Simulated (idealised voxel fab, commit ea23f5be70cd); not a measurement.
process module | voxel self aligned vias
cross-section cut | 225 nm wide | cells 5 nm
A cross-section is a grid of square cells, given in bands from the top down. A band is one or more rows of cells.
Each band's line starts with the height of the band's top and of its bottom, in nm. Then come its materials from left to right, each with its width in nm. One material with "throughout" fills the band from edge to edge. "air" is empty space.
Height 0 is the level under which the wafer as received is all one material. The lowest band goes on downwards, as in "0 down".
A width such as "30 to 40" changes by the same amount from each row of cells to the next, from the band's top row to its bottom row.
"no change" after a step means that no cell of the cross-section changed.
closed voids: empty space of 8 cells or more with no open way to the top, each as width x height at its distance from the left edge, in nm
after a step's settings: what the simulator itself notes on the step
overlay nm, on a step with a mask: how far to the right of its planned place the mask lay; to the left if negative
plan
1 op RECEIVE | material Si
2 op CONFORMAL_DEP | material SiO2 | thk nm 15
3 op CONFORMAL_DEP | material SiCN | thk nm 5
4 op DIRECTIONAL_DEP | material lowk | thk nm 20
5 op PATTERN | tone open | mask id LINES | material resist | width nm 20 | pitch nm 65 | thk nm 15 | overlay nm 0
6 op DIRECTIONAL_ETCH | etch materials lowk | depth nm 20
7 op STRIP | etch materials resist
8 op CONFORMAL_DEP | material TiN | thk nm 5
9 op FILL_DEP | material Ru | thk nm 5
10 op CMP | height nm 40
11 op SELECTIVE_ETCH | etch materials W Ru TiN | depth nm 5
12 op FILL_DEP | material SiN | thk nm 10
13 op CMP | height nm 30
14 op DIRECTIONAL_DEP | material lowk | thk nm 15
15 op DIRECTIONAL_DEP | material aC | thk nm 15
16 op PATTERN | tone open | mask id VIAS | material resist | width nm 40 | pitch nm 65 | thk nm 35 | overlay nm 0
17 op DIRECTIONAL_ETCH | etch materials aC | depth nm 15
18 op STRIP | etch materials resist
19 op DIRECTIONAL_ETCH | etch materials lowk | depth nm 15
20 op DIRECTIONAL_ETCH | etch materials SiN | depth nm 5
21 op STRIP | etch materials aC
22 op CONFORMAL_DEP | material TiN | thk nm 5
23 op FILL_DEP | material W | thk nm 5
24 op CMP | height nm 55
25 op CONFORMAL_DEP | material SiCN | thk nm 5
varied across the wafers: height nm of step 13. The plan shows the first wafer's value. All wafers start alike
first wafer as received, after step 1
  0 down: Si throughout
  closed voids: none
each wafer at the end: cells of each material gained (+) or lost (-) since it was received, then its closed voids
height nm 30 | +6 Ru | +90 SiCN | +135 SiO2 | +81 TiN | +99 W | +129 lowk | closed voids: none
height nm 35 | +12 Ru | +90 SiCN | +135 SiO2 | +87 TiN | +54 W | +162 lowk | closed voids: none
height nm 40 | +12 Ru | +90 SiCN | +135 SiO2 | +66 TiN | +42 W | +195 lowk | closed voids: none
height nm 45 | +12 Ru | +90 SiCN | +33 SiN | +135 SiO2 | +60 TiN | +36 W | +174 lowk | closed voids: none
height nm 50 | +12 Ru | +90 SiCN | +78 SiN | +135 SiO2 | +54 TiN | +18 W | +153 lowk | closed voids: none
